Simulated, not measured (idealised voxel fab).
Module name: voxel wiring stack (process module)
Displayed cross-section: cut, width of 280 nm, square cells sized 5 nm.
In what follows, cross-sections appear as grids of square cells, described through bands that run from the top down, where every band is one or more rows of cells. Read a band's entry like this: the first values are the height of its top and the height of its bottom in nm, and what follows is the sequence of materials from left to right, each with its width in nm. Note that "blank" is empty space, and that a single material marked "full width" reaches across the band from edge to edge. We count height from 0. Below that, the starting wafer is all one material. The lowest band never ends at the bottom but goes on down; see "0 and below" for how that is written. Top row gets the first number, bottom row gets the second, and each row in between changes by the same step: that is how a band width like "30 to 40" works. "nothing got changed" means the step left every cell of the cross-section as it was. Reported under the label "Closed void list" are the empty spaces having no open way to the top and comprising 8 cells or more; the notation for each is width x height at distance, in which the distance is measured from the left edge and all three values are in nm. Whatever follows a step's settings on its line is a remark the simulator itself makes about that step. What "overlay nm" on a step's line means: if the step has a mask, that mask lay this far to the right of its planned place, or, when the value is negative, to the left.
# Set out below are the planned steps of the process
1) RECEIVE (material Si)
2) CONFORMAL_DEP (material SiO2; thk nm 10)
3) DIRECTIONAL_DEP (material TiN; thk nm 5)
4) DIRECTIONAL_DEP (material W; thk nm 15)
5) PATTERN (tone cover; mask id METAL_1; material resist; width nm 30; pitch nm 55; thk nm 15; overlay nm 0)
6) DIRECTIONAL_ETCH (etch materials W; depth nm 15)
7) DIRECTIONAL_ETCH (etch materials TiN; depth nm 5)
8) STRIP (etch materials resist)
9) FILL_DEP (material SiO2; thk nm 10)
10) CMP (height nm 30)
11) CONFORMAL_DEP (material SiCN; thk nm 5)
12) DIRECTIONAL_DEP (material lowk; thk nm 20)
13) PATTERN (tone open; mask id PLUG_1; material resist; width nm 15; pitch nm 55; thk nm 15; overlay nm 0)
14) DIRECTIONAL_ETCH (etch materials lowk; depth nm 20)
15) DIRECTIONAL_ETCH (etch materials SiCN; depth nm 5)
16) STRIP (etch materials resist)
17) CONFORMAL_DEP (material TiN; thk nm 5)
18) FILL_DEP (material Ru; thk nm 5)
19) CMP (height nm 55)
20) DIRECTIONAL_DEP (material TiN; thk nm 5)
21) DIRECTIONAL_DEP (material Ru; thk nm 15)
22) PATTERN (tone cover; mask id METAL_2; material resist; width nm 30; pitch nm 55; thk nm 20; overlay nm 0)
23) DIRECTIONAL_ETCH (etch materials Ru; depth nm 15)
24) DIRECTIONAL_ETCH (etch materials TiN; depth nm 5)
25) STRIP (etch materials resist)
26) CONFORMAL_DEP (material SiCN; thk nm 5)
27) FILL_DEP (material SiO2; thk nm 5)
28) CMP (height nm 75)
29) CONFORMAL_DEP (material SiN; thk nm 5)
# So, the first of our two wafers, run just as we planned it
# So this is the incoming wafer in cross-section - it's already been through step 1
> 0 and below  Si full width
> Closed void list: none
# Cross-sectional representation of the wafer at the conclusion of step 2
> 10 down to 0  SiO2 full width
> For the remainder of the cross-section, below 0, there is no change.
# Cross-sectional representation of the wafer at the conclusion of step 3
> 15 down to 10  TiN full width
> For the remainder of the cross-section, below 10, there is no change.
# Cross-sectional representation of the wafer at the conclusion of step 4
> 30 down to 15  W full width
> For the remainder of the cross-section, below 15, there is no change.
# Cross-sectional representation of the wafer at the conclusion of step 5
> 45 down to 30  blank (95) / resist (30) / blank (25) / resist (30) / blank (100)
> For the remainder of the cross-section, below 30, there is no change.
# Cross-sectional representation of the wafer at the conclusion of step 6
> 45 down to 30  blank (95) / resist (30) / blank (25) / resist (30) / blank (100)
> 30 down to 15  blank (95) / W (30) / blank (25) / W (30) / blank (100)
> For the remainder of the cross-section, below 15, there is no change.
# Cross-sectional representation of the wafer at the conclusion of step 7
> 45 down to 30  blank (95) / resist (30) / blank (25) / resist (30) / blank (100)
> 30 down to 15  blank (95) / W (30) / blank (25) / W (30) / blank (100)
> 15 down to 10  blank (95) / TiN (30) / blank (25) / TiN (30) / blank (100)
> For the remainder of the cross-section, below 10, there is no change.
# Cross-sectional representation of the wafer at the conclusion of step 8
> 30 down to 15  blank (95) / W (30) / blank (25) / W (30) / blank (100)
> For the remainder of the cross-section, below 15, there is no change.
# Cross-sectional representation of the wafer at the conclusion of step 9
> 40 down to 30  SiO2 full width
> 30 down to 15  SiO2 (95) / W (30) / SiO2 (25) / W (30) / SiO2 (100)
> 15 down to 10  SiO2 (95) / TiN (30) / SiO2 (25) / TiN (30) / SiO2 (100)
> For the remainder of the cross-section, below 10, there is no change.
# Cross-sectional representation of the wafer at the conclusion of step 10
> 30 down to 15  SiO2 (95) / W (30) / SiO2 (25) / W (30) / SiO2 (100)
> For the remainder of the cross-section, below 15, there is no change.
# Cross-sectional representation of the wafer at the conclusion of step 11
> 35 down to 30  SiCN full width
> For the remainder of the cross-section, below 30, there is no change.
# Cross-sectional representation of the wafer at the conclusion of step 12
> 55 down to 35  lowk full width
> For the remainder of the cross-section, below 35, there is no change.
# Cross-sectional representation of the wafer at the conclusion of step 13
> 70 down to 55  resist (95) / blank (15) / resist (40) / blank (15) / resist (115)
> For the remainder of the cross-section, below 55, there is no change.
# Cross-sectional representation of the wafer at the conclusion of step 14
> 70 down to 55  resist (95) / blank (15) / resist (40) / blank (15) / resist (115)
> 55 down to 35  lowk (95) / blank (15) / lowk (40) / blank (15) / lowk (115)
> For the remainder of the cross-section, below 35, there is no change.
# Cross-sectional representation of the wafer at the conclusion of step 15
> 70 down to 55  resist (95) / blank (15) / resist (40) / blank (15) / resist (115)
> 55 down to 35  lowk (95) / blank (15) / lowk (40) / blank (15) / lowk (115)
> 35 down to 30  SiCN (95) / blank (15) / SiCN (40) / blank (15) / SiCN (115)
> For the remainder of the cross-section, below 30, there is no change.
# Cross-sectional representation of the wafer at the conclusion of step 16
> 55 down to 35  lowk (95) / blank (15) / lowk (40) / blank (15) / lowk (115)
> For the remainder of the cross-section, below 35, there is no change.
# Cross-sectional representation of the wafer at the conclusion of step 17
> 60 down to 55  TiN (100) / blank (5) / TiN (50) / blank (5) / TiN (120)
> 55 down to 35  lowk (95) / TiN (5) / blank (5) / TiN (5) / lowk (40) / TiN (5) / blank (5) / TiN (5) / lowk (115)
> 35 down to 30  SiCN (95) / TiN (15) / SiCN (40) / TiN (15) / SiCN (115)
> For the remainder of the cross-section, below 30, there is no change.
# Cross-sectional representation of the wafer at the conclusion of step 18
> 65 down to 60  Ru full width
> 60 down to 55  TiN (100) / Ru (5) / TiN (50) / Ru (5) / TiN (120)
> 55 down to 35  lowk (95) / TiN (5) / Ru (5) / TiN (5) / lowk (40) / TiN (5) / Ru (5) / TiN (5) / lowk (115)
> For the remainder of the cross-section, below 35, there is no change.
# Cross-sectional representation of the wafer at the conclusion of step 19
> 55 down to 35  lowk (95) / TiN (5) / Ru (5) / TiN (5) / lowk (40) / TiN (5) / Ru (5) / TiN (5) / lowk (115)
> For the remainder of the cross-section, below 35, there is no change.
# Cross-sectional representation of the wafer at the conclusion of step 20
> 60 down to 55  TiN full width
> For the remainder of the cross-section, below 55, there is no change.
# Cross-sectional representation of the wafer at the conclusion of step 21
> 75 down to 60  Ru full width
> For the remainder of the cross-section, below 60, there is no change.
# Cross-sectional representation of the wafer at the conclusion of step 22
> 95 down to 75  blank (95) / resist (30) / blank (25) / resist (30) / blank (100)
> For the remainder of the cross-section, below 75, there is no change.
# Cross-sectional representation of the wafer at the conclusion of step 23
> 95 down to 75  blank (95) / resist (30) / blank (25) / resist (30) / blank (100)
> 75 down to 60  blank (95) / Ru (30) / blank (25) / Ru (30) / blank (100)
> For the remainder of the cross-section, below 60, there is no change.
# Cross-sectional representation of the wafer at the conclusion of step 24
> 95 down to 75  blank (95) / resist (30) / blank (25) / resist (30) / blank (100)
> 75 down to 60  blank (95) / Ru (30) / blank (25) / Ru (30) / blank (100)
> 60 down to 55  blank (95) / TiN (30) / blank (25) / TiN (30) / blank (100)
> For the remainder of the cross-section, below 55, there is no change.
# Cross-sectional representation of the wafer at the conclusion of step 25
> 75 down to 60  blank (95) / Ru (30) / blank (25) / Ru (30) / blank (100)
> For the remainder of the cross-section, below 60, there is no change.
# Cross-sectional representation of the wafer at the conclusion of step 26
> 80 down to 75  blank (90) / SiCN (40) / blank (15) / SiCN (40) / blank (95)
> 75 down to 60  blank (90) / SiCN (5) / Ru (30) / SiCN (5) / blank (15) / SiCN (5) / Ru (30) / SiCN (5) / blank (95)
> 60 down to 55  SiCN (95) / TiN (30) / SiCN (25) / TiN (30) / SiCN (100)
> For the remainder of the cross-section, below 55, there is no change.
# Cross-sectional representation of the wafer at the conclusion of step 27
> 85 down to 80  SiO2 full width
> 80 down to 75  SiO2 (90) / SiCN (40) / SiO2 (15) / SiCN (40) / SiO2 (95)
> 75 down to 60  SiO2 (90) / SiCN (5) / Ru (30) / SiCN (5) / SiO2 (15) / SiCN (5) / Ru (30) / SiCN (5) / SiO2 (95)
> For the remainder of the cross-section, below 60, there is no change.
# Cross-sectional representation of the wafer at the conclusion of step 28
> 75 down to 60  SiO2 (90) / SiCN (5) / Ru (30) / SiCN (5) / SiO2 (15) / SiCN (5) / Ru (30) / SiCN (5) / SiO2 (95)
> For the remainder of the cross-section, below 60, there is no change.
# Cross-sectional representation of the wafer at the conclusion of step 29
> 80 down to 75  SiN full width
> For the remainder of the cross-section, below 75, there is no change.
# Wafer two of two - same starting point, same process plan, one mistake in execution; matches wafer one up to and including step 26
# Cross-sectional representation of the second wafer at the time designated in the plan for the completion of step 27
> 90 down to 80  SiO2 full width
> 80 down to 75  SiO2 (90) / SiCN (40) / SiO2 (15) / SiCN (40) / SiO2 (95)
> 75 down to 60  SiO2 (90) / SiCN (5) / Ru (30) / SiCN (5) / SiO2 (15) / SiCN (5) / Ru (30) / SiCN (5) / SiO2 (95)
> For the remainder of the cross-section, below 60, there is no change.
# Cross-sectional representation of the second wafer at the time designated in the plan for the completion of step 28
> 75 down to 60  SiO2 (90) / SiCN (5) / Ru (30) / SiCN (5) / SiO2 (15) / SiCN (5) / Ru (30) / SiCN (5) / SiO2 (95)
> For the remainder of the cross-section, below 60, there is no change.
# Cross-sectional representation of the second wafer at the time designated in the plan for the completion of step 29
> 80 down to 75  SiN full width
> For the remainder of the cross-section, below 75, there is no change.
Against the plan, the run slipped here: step 27 of the plan was carried out twice
Honestly, by the end the two wafers have the same cross-section, so the mistake just doesn't show up in what this model computes.
